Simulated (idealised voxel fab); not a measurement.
process module | voxel capacitor over wiring
cross-section cut | 255 nm wide | cells 5 nm
A cross-section is a grid of square cells, given in bands from the top down. A band is one or more rows of cells.
Each band's line starts with the height of the band's top and of its bottom, in nm. Then come its materials from left to right, each with its width in nm. One material with "throughout" fills the band from edge to edge. "air" is empty space.
Height 0 is the level under which the wafer as received is all one material. The lowest band goes on downwards, as in "0 down".
A width such as "30 to 40" changes by the same amount from each row of cells to the next, from the band's top row to its bottom row.
"no change" after a step means that no cell of the cross-section changed.
closed voids: empty space of 8 cells or more with no open way to the top, each as width x height at its distance from the left edge, in nm
after a step's settings: what the simulator itself notes on the step
overlay nm, on a step with a mask: how far to the right of its planned place the mask lay; to the left if negative
plan
1 op RECEIVE | material Si
2 op CONFORMAL_DEP | material SiO2 | thk nm 10
3 op CONFORMAL_DEP | material SiCN | thk nm 5
4 op DIRECTIONAL_DEP | material lowk | thk nm 10
5 op DIRECTIONAL_DEP | material aC | thk nm 10
6 op PATTERN | tone open | mask id METAL_1 | material resist | width nm 30 | pitch nm 80 | thk nm 25 | overlay nm 0
7 op DIRECTIONAL_ETCH | etch materials aC | depth nm 10
8 op STRIP | etch materials resist
9 op DIRECTIONAL_ETCH | etch materials lowk | depth nm 20
10 op DIRECTIONAL_ETCH | etch materials SiCN | depth nm 5
11 op STRIP | etch materials aC
12 op CONFORMAL_DEP | material TiN | thk nm 5
13 op FILL_DEP | material Cu | thk nm 5
14 op CMP | height nm 35
15 op CONFORMAL_DEP | material SiCN | thk nm 5
16 op DIRECTIONAL_DEP | material lowk | thk nm 10
17 op MASKED_ETCH | tone open | mask id PLUG_1 | width nm 15 | etch materials lowk | depth nm 10 | overlay nm 0
18 op MASKED_ETCH | tone open | mask id PLUG_1 | width nm 15 | etch materials SiCN | depth nm 5 | overlay nm 0
19 op EPI | material Ru | thk nm 10
20 op EPI | material Ru | thk nm 5
21 op DIRECTIONAL_DEP | material TiN | thk nm 10
22 op DIRECTIONAL_DEP | material Al2O3 | thk nm 5
23 op DIRECTIONAL_DEP | material TiN | thk nm 10
24 op PATTERN | tone cover | mask id UPPER_PLATE | material resist | width nm 55 | thk nm 20 | overlay nm 0
25 op DIRECTIONAL_ETCH | etch materials TiN | depth nm 10
26 op DIRECTIONAL_ETCH | etch materials Al2O3 | depth nm 5
27 op STRIP | etch materials resist
28 op MASKED_ETCH | tone cover | mask id LOWER_PLATE | width nm 65 | etch materials TiN | depth nm 10 | overlay nm 0
29 op FILL_DEP | material SiO2 | thk nm 15
30 op CMP | height nm 85
31 op MASKED_ETCH | tone open | mask id PLUG_2 | width nm 15 | etch materials SiO2 | depth nm 10 | overlay nm 0
32 op CONFORMAL_DEP | material TiN | thk nm 5
33 op FILL_DEP | material Ru | thk nm 5
34 op CMP | height nm 85
35 op CONFORMAL_DEP | material SiN | thk nm 5
varied across the wafers: thk nm of step 4. The plan shows the first wafer's value. All wafers start alike
first wafer as received, after step 1
  0 down: Si throughout
  closed voids: none
each wafer at the end: cells of each material gained (+) or lost (-) since it was received, then its closed voids
thk nm 10 | +11 Al2O3 | +75 Cu | +10 Ru | +87 SiCN | +51 SiN | +394 SiO2 | +116 TiN | +174 lowk | closed voids: none
thk nm 15 | +11 Al2O3 | +32 Cu | +10 Ru | +87 SiCN | +51 SiN | +394 SiO2 | +120 TiN | +213 lowk | closed voids: none
thk nm 20 | +11 Al2O3 | +32 Cu | +10 Ru | +87 SiCN | +51 SiN | +394 SiO2 | +81 TiN | +252 lowk | closed voids: none
thk nm 25 | +11 Al2O3 | +16 Cu | +10 Ru | +99 SiCN | +51 SiN | +394 SiO2 | +73 TiN | +264 lowk | closed voids: none
thk nm 30 | +11 Al2O3 | +8 Cu | +10 Ru | +99 SiCN | +51 SiN | +394 SiO2 | +69 TiN | +276 lowk | closed voids: none
thk nm 35 | +11 Al2O3 | +10 Ru | +99 SiCN | +51 SiN | +394 SiO2 | +65 TiN | +288 lowk | closed voids: none
